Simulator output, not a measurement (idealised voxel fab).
Process module heading - voxel ribs on slabs
Square cells of 5 nm make up the cross-section cut, whose width is 240 nm.
This document writes a cross-section as a grid whose cells are square, and gives it as bands, listed from the top down; one or more rows of cells form a band.
A band entry consists of two parts. The first gives the height of the band's top and the height of its bottom, in nm. The rest lists the band's materials from left to right, each with its width in nm. A single material labelled with the word "everywhere" fills the band from edge to edge, and the word "empty" marks empty space.
Heights from 0 (as-received wafer is one material below). Bottom band endless downward, as "0..down".
A two-number width, for instance "30->40", indicates that the width is equal to the first number in the top row of the band and to the second number in the bottom row, and that it changes by a constant amount per row of cells.
Basically "nothing was modified" means that step didn't change any cell in the cross-section.
For the entry "Enclosed empty spaces", the listed items are empty spaces with no open way to the top whose size is 8 cells or more; each item follows the pattern width x height at distance, where distance is from the left edge and all three are in nm.
Post-settings text on a step line: simulator's own remark regarding the step.
A step line may carry the setting "overlay nm", which, for steps involving a mask, states the distance by which the mask lay to the right of its intended position; negative values denote displacement to the left.
Planned process steps
1,RECEIVE | material Si
2,DIRECTIONAL_DEP | material SiO2 | thk nm 25
3,DIRECTIONAL_DEP | material SiN | thk nm 25
4,PATTERN | tone cover | mask id RIB | material resist | width nm 30 | thk nm 20 | overlay nm 0
5,DIRECTIONAL_ETCH | etch materials SiN | depth nm 5
6,STRIP | etch materials resist
7,PATTERN | tone cover | mask id SLAB | material resist | width nm 90 | thk nm 15 | overlay nm 0
8,DIRECTIONAL_ETCH | etch materials SiN | depth nm 20
9,STRIP | etch materials resist
10,FILL_DEP | material SiO2 | thk nm 20
11,CMP | height nm 65
12,DIRECTIONAL_DEP | material W | thk nm 5
13,DIRECTIONAL_DEP | material aC | thk nm 10
14,PATTERN | tone cover | mask id HEATER | material resist | width nm 40 | thk nm 30 | overlay nm 0
15,DIRECTIONAL_ETCH | etch materials aC | depth nm 10
16,STRIP | etch materials resist
17,DIRECTIONAL_ETCH | etch materials W | depth nm 5
18,STRIP | etch materials aC
19,CONFORMAL_DEP | material SiO2 | thk nm 5
As received (post step 1): cross-section
	0..down  Si everywhere
	Enclosed empty spaces: none
As-planned run: cross-section of the first of two wafers at end of module
	75..70  empty=95, then SiO2=50, then empty=95
	70..65  SiO2=100, then W=40, then SiO2=100
	65..50  SiO2 everywhere
	50..45  SiO2=105, then SiN=30, then SiO2=105
	45..25  SiO2=75, then SiN=90, then SiO2=75
	25..0  SiO2 everywhere
	0..down  Si everywhere
	Enclosed empty spaces: none
So this is wafer number two of the two, cut at the end of the module - it started where the first did and had the same plan, we just got one thing wrong running it
	75..70  empty=90, then SiO2=50, then empty=100
	70..65  SiO2=95, then W=40, then SiO2=105
	65..50  SiO2 everywhere
	50..45  SiO2=105, then SiN=30, then SiO2=105
	45..25  SiO2=75, then SiN=90, then SiO2=75
	25..0  SiO2 everywhere
	0..down  Si everywhere
	Enclosed empty spaces: none
Diagnosis: for step 14, the planned setting was not used; the step was instead run as PATTERN | tone cover | mask id HEATER | material resist | width nm 40 | thk nm 30 | overlay nm -5
Final state: per-material cell counts identical on both wafers; locations differ.
